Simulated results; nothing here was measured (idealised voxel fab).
A process module follows: voxel ribs on slabs.
Each square cell in cross-section cut measures 5 nm, and the section as a whole is 270 nm wide.
In this document a cross-section is written as a grid of square cells. It is given as a series of bands, listed from the top down, and a band is one or more rows of cells.
Heights first: top, then bottom, in nm. Then materials, left to right, each with a width in nm. "everywhere" on a single material: fills the band edge to edge. "air": empty space.
It should be noted that heights are counted from 0, beneath which the wafer as supplied is of one material throughout, and that the lowest band possesses no lower boundary but continues downward, as written in "0 down".
Top row gets the first number, bottom row gets the second, and each row in between changes by the same step: that is how a band width like "30 to 40" works.
Key: "remains unaltered" - step with no changed cell in the cross-section.
"Enclosed cavity list" enumerates empty spaces isolated from the top, with no open way to it, that contain at least 8 cells, giving each as width x height at distance from the left edge, all three in nm.
The remark found on a step's line after its settings is issued by the simulator itself and pertains to that step.
overlay nm: for a step with a mask, the amount by which the mask lay right of where it was planned; a negative amount means left of it.

PROCESS STEPS FORESEEN IN THE PLAN
step 1: RECEIVE [material Si]
step 2: DIRECTIONAL_DEP [material SiO2] [thk nm 30]
step 3: DIRECTIONAL_DEP [material polySi] [thk nm 15]
step 4: MASKED_ETCH [tone cover] [mask id RIB] [width nm 30] [etch materials polySi] [depth nm 10] [overlay nm 0]
step 5: MASKED_ETCH [tone cover] [mask id SLAB] [width nm 60] [etch materials polySi] [depth nm 5] [overlay nm 0]
step 6: FILL_DEP [material SiO2] [thk nm 25]
step 7: CMP [height nm 60]
step 8: DIRECTIONAL_DEP [material W] [thk nm 10]
step 9: PATTERN [tone cover] [mask id HEATER] [material resist] [width nm 40] [thk nm 20] [overlay nm 0]
step 10: DIRECTIONAL_ETCH [etch materials W] [depth nm 10]
step 11: STRIP [etch materials resist]
step 12: CONFORMAL_DEP [material SiN] [thk nm 5]

AS-RECEIVED STATE OF THE WAFER IN CROSS-SECTION, EQUIVALENT TO POST-STEP 1
  0 down | Si everywhere
  Enclosed cavity list: none

BELOW IS THE WAFER IN CROSS-SECTION AFTER THE MODULE WAS COMPLETED. IT BEGAN FROM THE STARTING POINT SHOWN ABOVE AND FOLLOWED THE PLAN SHOWN ABOVE, EXCEPT THAT ONE MISTAKE WAS MADE WHILE RUNNING IT
  75 to 70 | 110 nm air, 50 nm SiN, 110 nm air
  70 to 65 | 110 nm air, 5 nm SiN, 40 nm W, 5 nm SiN, 110 nm air
  65 to 60 | 115 nm SiN, 40 nm W, 115 nm SiN
  60 to 45 | SiO2 everywhere
  45 to 35 | 125 nm SiO2, 30 nm polySi, 115 nm SiO2
  35 to 30 | 105 nm SiO2, 60 nm polySi, 105 nm SiO2
  30 to 0 | SiO2 everywhere
  0 down | Si everywhere
  Enclosed cavity list: none
What was done differently from what was planned? step 4 ran differently from the plan; actual operation with settings: MASKED_ETCH [tone cover] [mask id RIB] [width nm 30] [etch materials polySi] [depth nm 10] [overlay nm 5]
